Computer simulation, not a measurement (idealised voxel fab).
This section sets out a process module, namely voxel trench capacitor.
Section cut is 275 nm wide and gridded with 5 nm square cells.
Just so we're on the same page, the cross-sections are grids of square cells, and they're listed out in bands top to bottom, each band one or more rows deep.
Band: top and bottom heights (nm) first, top before bottom; then materials from left to right, widths in nm. "everywhere" marks a sole material filling the band edge to edge. "air" denotes empty space.
Basically, 0 is our baseline, since under it the wafer straight out of the box is all one material. The bottom band has no lower end and keeps on going down, so it looks like "0 down".
Think of "30 to 40" as a width that walks from the first number to the second as you go down the band, top row to bottom row, taking equal-sized steps from row to row.
Basically "nothing was modified" means that step didn't change any cell in the cross-section.
So "Enclosed cavity list" is basically the list of trapped voids: any empty space of 8 cells or more that can't reach the top through an opening. They're written width x height at distance, the distance being from the left edge, and it's all nm.
Whatever follows a step's settings on its line is a remark the simulator itself makes about that step.
"overlay nm", when on a step's line for a step with a mask, measures how far to the right of its planned place the mask lay; a negative measure means to the left.

Intended process steps
step 1: RECEIVE with material Si
step 2: CONFORMAL_DEP with material SiN, thk nm 10
step 3: DIRECTIONAL_DEP with material aC, thk nm 10
step 4: PATTERN with tone open, mask id TRENCH, material resist, width nm 25, pitch nm 40, thk nm 25, overlay nm 0
step 5: DIRECTIONAL_ETCH with etch materials aC, depth nm 10
step 6: STRIP with etch materials resist
step 7: DIRECTIONAL_ETCH with etch materials SiN, depth nm 10
step 8: DIRECTIONAL_ETCH with etch materials Si, depth nm 30
step 9: STRIP with etch materials aC
step 10: CONFORMAL_DEP with material HfO2, thk nm 5
step 11: CONFORMAL_DEP with material TiN, thk nm 5
step 12: FILL_DEP with material W, thk nm 10
step 13: CMP with height nm 10

Shown in cross-section is the wafer as received, that is, as it stands after step 1
> 0 down | Si everywhere
> Enclosed cavity list: none

The module was run from the start shown above using the plan shown above, but one mistake was made doing it; the resulting wafer cross-section is below
> 10 to 0 | SiN: 110  HfO2: 5  TiN: 5  HfO2: 5  SiN: 25  HfO2: 5  TiN: 5  HfO2: 5  SiN: 110
> 0 to -25 | Si: 110  HfO2: 5  TiN: 5  HfO2: 5  Si: 25  HfO2: 5  TiN: 5  HfO2: 5  Si: 110
> -25 to -30 | Si: 110  HfO2: 15  Si: 25  HfO2: 15  Si: 110
> -30 down | Si everywhere
> Enclosed cavity list: none
What was done differently from what was planned? not per plan at step 4, really ran PATTERN with tone open, mask id TRENCH, material resist, width nm 15, pitch nm 40, thk nm 25, overlay nm 0
